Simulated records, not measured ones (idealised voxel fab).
Module name: voxel gate over fins (process module)
For reference, the cross-section in this document is cut, with width 180 nm and square cells of 5 nm.
In what follows, cross-sections appear as grids of square cells, described through bands that run from the top down, where every band is one or more rows of cells.
Band: top and bottom heights (nm) first, top before bottom; then materials from left to right, widths in nm. "everywhere" marks a sole material filling the band edge to edge. "empty" denotes empty space.
We count height from 0. Below that, the starting wafer is all one material. The lowest band never ends at the bottom but goes on down; see "0 down" for how that is written.
Width spec "30 to 40" -> top row of cells at first value, bottom row at second value, equal per-row change in between.
Step note "nothing altered" = no cross-section cell changed.
If an empty space has no open way to the top and is at least 8 cells in size, "Closed void list" lists it, written width x height at distance, where distance is measured from the left edge and every value is in nm.
Read whatever lies past the settings on a step's line as the simulator's own remark about the step.
For masked steps, "overlay nm" on the step line gives how far right of plan the mask actually lay; a minus sign means it lay to the left.

Process steps - plan
1: RECEIVE | material Si
2: CONFORMAL_DEP | material SiN | thk nm 10
3: MASKED_ETCH | tone cover | mask id FINS | width nm 15 | pitch nm 60 | etch materials SiN | depth nm 10 | overlay nm 0
4: MASKED_ETCH | tone cover | mask id FINS | width nm 15 | pitch nm 60 | etch materials Si | depth nm 35 | overlay nm 0
5: FILL_DEP | material SiO2 | thk nm 15
6: CMP | height nm 10
7: MASKED_ETCH | tone open | mask id RAIL | width nm 15 | etch materials SiO2 | depth nm 40 | overlay nm 0
8: CONFORMAL_DEP | material TiN | thk nm 5
9: FILL_DEP | material W | thk nm 10
10: CMP | height nm 10
11: SELECTIVE_ETCH | etch materials W Ru TiN | depth nm 25
12: FILL_DEP | material SiO2 | thk nm 5
13: CMP | height nm 10
14: SELECTIVE_ETCH | etch materials SiO2 | depth nm 20
15: STRIP | etch materials SiN
16: CONFORMAL_DEP | material HfO2 | thk nm 5
17: CONFORMAL_DEP | material TiN | thk nm 5
18: FILL_DEP | material W | thk nm 10
19: CMP | height nm 15
20: CONFORMAL_DEP | material SiCN | thk nm 10

First wafer of two (run as planned)

Cross-section of the incoming wafer, state after step 1
	0 down = Si everywhere
	Closed void list: none

How the wafer stands in section after step 2
	10 to 0 = SiN everywhere
	Under the height 0 nothing was changed.

How the wafer stands in section after step 3
	10 to 0 = empty 50, then SiN 15, then empty 45, then SiN 15, then empty 55
	Under the height 0 nothing was changed.

How the wafer stands in section after step 4
	10 to 0 = empty 50, then SiN 15, then empty 45, then SiN 15, then empty 55
	0 to -35 = empty 50, then Si 15, then empty 45, then Si 15, then empty 55
	Under the height -35 nothing was changed.

How the wafer stands in section after step 5
	25 to 10 = SiO2 everywhere
	10 to 0 = SiO2 50, then SiN 15, then SiO2 45, then SiN 15, then SiO2 55
	0 to -35 = SiO2 50, then Si 15, then SiO2 45, then Si 15, then SiO2 55
	Under the height -35 nothing was changed.

How the wafer stands in section after step 6
	10 to 0 = SiO2 50, then SiN 15, then SiO2 45, then SiN 15, then SiO2 55
	Under the height 0 nothing was changed.

How the wafer stands in section after step 7
	10 to 0 = SiO2 50, then SiN 15, then SiO2 15, then empty 15, then SiO2 15, then SiN 15, then SiO2 55
	0 to -30 = SiO2 50, then Si 15, then SiO2 15, then empty 15, then SiO2 15, then Si 15, then SiO2 55
	Under the height -30 nothing was changed.

How the wafer stands in section after step 8
	15 to 10 = TiN 85, then empty 5, then TiN 90
	10 to 0 = SiO2 50, then SiN 15, then SiO2 15, then TiN 5, then empty 5, then TiN 5, then SiO2 15, then SiN 15, then SiO2 55
	0 to -25 = SiO2 50, then Si 15, then SiO2 15, then TiN 5, then empty 5, then TiN 5, then SiO2 15, then Si 15, then SiO2 55
	-25 to -30 = SiO2 50, then Si 15, then SiO2 15, then TiN 15, then SiO2 15, then Si 15, then SiO2 55
	Under the height -30 nothing was changed.

How the wafer stands in section after step 9
	25 to 15 = W everywhere
	15 to 10 = TiN 85, then W 5, then TiN 90
	10 to 0 = SiO2 50, then SiN 15, then SiO2 15, then TiN 5, then W 5, then TiN 5, then SiO2 15, then SiN 15, then SiO2 55
	0 to -25 = SiO2 50, then Si 15, then SiO2 15, then TiN 5, then W 5, then TiN 5, then SiO2 15, then Si 15, then SiO2 55
	Under the height -25 nothing was changed.

How the wafer stands in section after step 10
	10 to 0 = SiO2 50, then SiN 15, then SiO2 15, then TiN 5, then W 5, then TiN 5, then SiO2 15, then SiN 15, then SiO2 55
	Under the height 0 nothing was changed.

How the wafer stands in section after step 11
	10 to 0 = SiO2 50, then SiN 15, then SiO2 15, then empty 15, then SiO2 15, then SiN 15, then SiO2 55
	0 to -15 = SiO2 50, then Si 15, then SiO2 15, then empty 15, then SiO2 15, then Si 15, then SiO2 55
	Under the height -15 nothing was changed.

How the wafer stands in section after step 12
	15 to 10 = SiO2 everywhere
	10 to 0 = SiO2 50, then SiN 15, then SiO2 45, then SiN 15, then SiO2 55
	0 to -15 = SiO2 50, then Si 15, then SiO2 45, then Si 15, then SiO2 55
	Under the height -15 nothing was changed.

How the wafer stands in section after step 13
	10 to 0 = SiO2 50, then SiN 15, then SiO2 45, then SiN 15, then SiO2 55
	Under the height 0 nothing was changed.

How the wafer stands in section after step 14
	10 to 0 = empty 50, then SiN 15, then empty 45, then SiN 15, then empty 55
	0 to -10 = empty 50, then Si 15, then empty 45, then Si 15, then empty 55
	Under the height -10 nothing was changed.

How the wafer stands in section after step 15
	0 to -10 = empty 50, then Si 15, then empty 45, then Si 15, then empty 55
	Under the height -10 nothing was changed.

How the wafer stands in section after step 16
	5 to 0 = empty 45, then HfO2 25, then empty 35, then HfO2 25, then empty 50
	0 to -5 = empty 45, then HfO2 5, then Si 15, then HfO2 5, then empty 35, then HfO2 5, then Si 15, then HfO2 5, then empty 50
	-5 to -10 = HfO2 50, then Si 15, then HfO2 45, then Si 15, then HfO2 55
	Under the height -10 nothing was changed.

How the wafer stands in section after step 17
	10 to 5 = empty 40, then TiN 35, then empty 25, then TiN 35, then empty 45
	5 to 0 = empty 40, then TiN 5, then HfO2 25, then TiN 5, then empty 25, then TiN 5, then HfO2 25, then TiN 5, then empty 45
	0 to -5 = TiN 45, then HfO2 5, then Si 15, then HfO2 5, then TiN 35, then HfO2 5, then Si 15, then HfO2 5, then TiN 50
	Under the height -5 nothing was changed.

How the wafer stands in section after step 18
	20 to 10 = W everywhere
	10 to 5 = W 40, then TiN 35, then W 25, then TiN 35, then W 45
	5 to 0 = W 40, then TiN 5, then HfO2 25, then TiN 5, then W 25, then TiN 5, then HfO2 25, then TiN 5, then W 45
	Under the height 0 nothing was changed.

How the wafer stands in section after step 19
	15 to 10 = W everywhere
	Under the height 10 nothing was changed.

How the wafer stands in section after step 20
	25 to 15 = SiCN everywhere
	Under the height 15 nothing was changed.

Now the other wafer: same start, same recipe, but we messed up one thing when running it. Up to and including step 6 it's the same as the first one

Second wafer cross-section, taken as of the time the plan sets for step 7 to be done
	10 to 0 = SiO2 50, then SiN 15, then SiO2 15, then empty 20, then SiO2 10, then SiN 15, then SiO2 55
	0 to -30 = SiO2 50, then Si 15, then SiO2 15, then empty 20, then SiO2 10, then Si 15, then SiO2 55
	Under the height -30 nothing was changed.

Second wafer cross-section, taken as of the time the plan sets for step 8 to be done
	15 to 10 = TiN 85, then empty 10, then TiN 85
	10 to 0 = SiO2 50, then SiN 15, then SiO2 15, then TiN 5, then empty 10, then TiN 5, then SiO2 10, then SiN 15, then SiO2 55
	0 to -25 = SiO2 50, then Si 15, then SiO2 15, then TiN 5, then empty 10, then TiN 5, then SiO2 10, then Si 15, then SiO2 55
	-25 to -30 = SiO2 50, then Si 15, then SiO2 15, then TiN 20, then SiO2 10, then Si 15, then SiO2 55
	Under the height -30 nothing was changed.

Second wafer cross-section, taken as of the time the plan sets for step 9 to be done
	25 to 15 = W everywhere
	15 to 10 = TiN 85, then W 10, then TiN 85
	10 to 0 = SiO2 50, then SiN 15, then SiO2 15, then TiN 5, then W 10, then TiN 5, then SiO2 10, then SiN 15, then SiO2 55
	0 to -25 = SiO2 50, then Si 15, then SiO2 15, then TiN 5, then W 10, then TiN 5, then SiO2 10, then Si 15, then SiO2 55
	Under the height -25 nothing was changed.

Second wafer cross-section, taken as of the time the plan sets for step 10 to be done
	10 to 0 = SiO2 50, then SiN 15, then SiO2 15, then TiN 5, then W 10, then TiN 5, then SiO2 10, then SiN 15, then SiO2 55
	Under the height 0 nothing was changed.

Second wafer cross-section, taken as of the time the plan sets for step 11 to be done
	10 to 0 = SiO2 50, then SiN 15, then SiO2 15, then empty 20, then SiO2 10, then SiN 15, then SiO2 55
	0 to -15 = SiO2 50, then Si 15, then SiO2 15, then empty 20, then SiO2 10, then Si 15, then SiO2 55
	Under the height -15 nothing was changed.

Second wafer cross-section, taken as of the time the plan sets for step 12 to be done
	15 to 10 = SiO2 everywhere
	10 to 0 = SiO2 50, then SiN 15, then SiO2 45, then SiN 15, then SiO2 55
	0 to -15 = SiO2 50, then Si 15, then SiO2 45, then Si 15, then SiO2 55
	Under the height -15 nothing was changed.

Second wafer cross-section, taken as of the time the plan sets for step 13 to be done
	10 to 0 = SiO2 50, then SiN 15, then SiO2 45, then SiN 15, then SiO2 55
	Under the height 0 nothing was changed.

Second wafer cross-section, taken as of the time the plan sets for step 14 to be done
	10 to 0 = empty 50, then SiN 15, then empty 45, then SiN 15, then empty 55
	0 to -10 = empty 50, then Si 15, then empty 45, then Si 15, then empty 55
	Under the height -10 nothing was changed.

Second wafer cross-section, taken as of the time the plan sets for step 15 to be done
	0 to -10 = empty 50, then Si 15, then empty 45, then Si 15, then empty 55
	Under the height -10 nothing was changed.

Second wafer cross-section, taken as of the time the plan sets for step 16 to be done
	5 to 0 = empty 45, then HfO2 25, then empty 35, then HfO2 25, then empty 50
	0 to -5 = empty 45, then HfO2 5, then Si 15, then HfO2 5, then empty 35, then HfO2 5, then Si 15, then HfO2 5, then empty 50
	-5 to -10 = HfO2 50, then Si 15, then HfO2 45, then Si 15, then HfO2 55
	Under the height -10 nothing was changed.

Second wafer cross-section, taken as of the time the plan sets for step 17 to be done
	10 to 5 = empty 40, then TiN 35, then empty 25, then TiN 35, then empty 45
	5 to 0 = empty 40, then TiN 5, then HfO2 25, then TiN 5, then empty 25, then TiN 5, then HfO2 25, then TiN 5, then empty 45
	0 to -5 = TiN 45, then HfO2 5, then Si 15, then HfO2 5, then TiN 35, then HfO2 5, then Si 15, then HfO2 5, then TiN 50
	Under the height -5 nothing was changed.

Second wafer cross-section, taken as of the time the plan sets for step 18 to be done
	20 to 10 = W everywhere
	10 to 5 = W 40, then TiN 35, then W 25, then TiN 35, then W 45
	5 to 0 = W 40, then TiN 5, then HfO2 25, then TiN 5, then W 25, then TiN 5, then HfO2 25, then TiN 5, then W 45
	Under the height 0 nothing was changed.

Second wafer cross-section, taken as of the time the plan sets for step 19 to be done
	15 to 10 = W everywhere
	Under the height 10 nothing was changed.

Second wafer cross-section, taken as of the time the plan sets for step 20 to be done
	25 to 15 = SiCN everywhere
	Under the height 15 nothing was changed.
Finding, execution versus plan: step 7 off recipe, ran as MASKED_ETCH | tone open | mask id RAIL | width nm 20 | etch materials SiO2 | depth nm 40 | overlay nm 0
at the end the second wafer has, in cells: SiO2: 3 fewer | TiN: 1 more | W: 2 more
